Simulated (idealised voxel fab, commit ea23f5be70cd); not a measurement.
A process module follows: voxel fin reveal.
Pictured: cross-section cut, 240 nm wide, on a grid of 5 nm square cells.
Cross-sections here: square-cell grids, written as top-down lists of bands, a band being one or more rows of cells. A band entry consists of two parts. The first gives the height of the band's top and the height of its bottom, in nm. The rest lists the band's materials from left to right, each with its width in nm. A single material labelled with the word "throughout" fills the band from edge to edge, and the word "air" marks empty space. Heights are measured from 0, the level below which the as-received wafer is all one material; the lowest band has no bottom and continues downward, written as in "z 0 and below". So if you see something like "30 to 40" for the width, read it as the top row of the band sitting at the first number and the bottom row at the second, with every row in between moving by the same amount as the last. Step note "same as before" = no cross-section cell changed. If an empty space has no open way to the top and is at least 8 cells in size, "Entrapped void list" lists it, written width x height at distance, where distance is measured from the left edge and every value is in nm. Note: text after step settings on the step line = simulator remark on that step. Regarding "overlay nm": on a step with a mask, it is the distance the mask lay to the right of its planned place; a negative value places it to the left.
## List of planned process steps
1,RECEIVE,material Si
2,CONFORMAL_DEP,material SiN,thk nm 5
3,DIRECTIONAL_DEP,material aC,thk nm 15
4,PATTERN,tone cover,mask id FINS,material resist,width nm 15,pitch nm 45,thk nm 35,overlay nm 0
5,DIRECTIONAL_ETCH,etch materials aC,depth nm 15
6,STRIP,etch materials resist
7,DIRECTIONAL_ETCH,etch materials SiN,depth nm 5
8,DIRECTIONAL_ETCH,etch materials Si,depth nm 35
9,STRIP,etch materials aC
10,FILL_DEP,material SiO2,thk nm 15
11,CMP,height nm 5
12,SELECTIVE_ETCH,etch materials SiO2,depth nm 30
13,STRIP,etch materials SiN
14,CONFORMAL_DEP,material HfO2,thk nm 5
## Cross-section of the wafer upon arrival, representing the state reached after step 1
  z 0 and below | Si throughout
  Entrapped void list: none
## Run as planned - first of the two wafers cross-sectioned at the end of the module
  z 5 to 0 | air 60 nm / HfO2 25 nm / air 20 nm / HfO2 25 nm / air 20 nm / HfO2 25 nm / air 65 nm
  z 0 to -20 | air 60 nm / HfO2 5 nm / Si 15 nm / HfO2 5 nm / air 20 nm / HfO2 5 nm / Si 15 nm / HfO2 5 nm / air 20 nm / HfO2 5 nm / Si 15 nm / HfO2 5 nm / air 65 nm
  z -20 to -25 | HfO2 65 nm / Si 15 nm / HfO2 30 nm / Si 15 nm / HfO2 30 nm / Si 15 nm / HfO2 70 nm
  z -25 to -35 | SiO2 65 nm / Si 15 nm / SiO2 30 nm / Si 15 nm / SiO2 30 nm / Si 15 nm / SiO2 70 nm
  z -35 and below | Si throughout
  Entrapped void list: none
## This is the second of the two wafers, cross-sectioned at the end of the module; it started exactly like the first and was given the same plan, but it was run with one mistake
  z 5 to 0 | air 50 nm / HfO2 25 nm / air 20 nm / HfO2 25 nm / air 20 nm / HfO2 25 nm / air 75 nm
  z 0 to -20 | air 50 nm / HfO2 5 nm / Si 15 nm / HfO2 5 nm / air 20 nm / HfO2 5 nm / Si 15 nm / HfO2 5 nm / air 20 nm / HfO2 5 nm / Si 15 nm / HfO2 5 nm / air 75 nm
  z -20 to -25 | HfO2 55 nm / Si 15 nm / HfO2 30 nm / Si 15 nm / HfO2 30 nm / Si 15 nm / HfO2 80 nm
  z -25 to -35 | SiO2 55 nm / Si 15 nm / SiO2 30 nm / Si 15 nm / SiO2 30 nm / Si 15 nm / SiO2 80 nm
  z -35 and below | Si throughout
  Entrapped void list: none
Against the plan, the run slipped here: step 4 changed vs plan, executed as PATTERN,tone cover,mask id FINS,material resist,width nm 15,pitch nm 45,thk nm 35,overlay nm -10
Both wafers, final: cells per material equal; arrangement not.
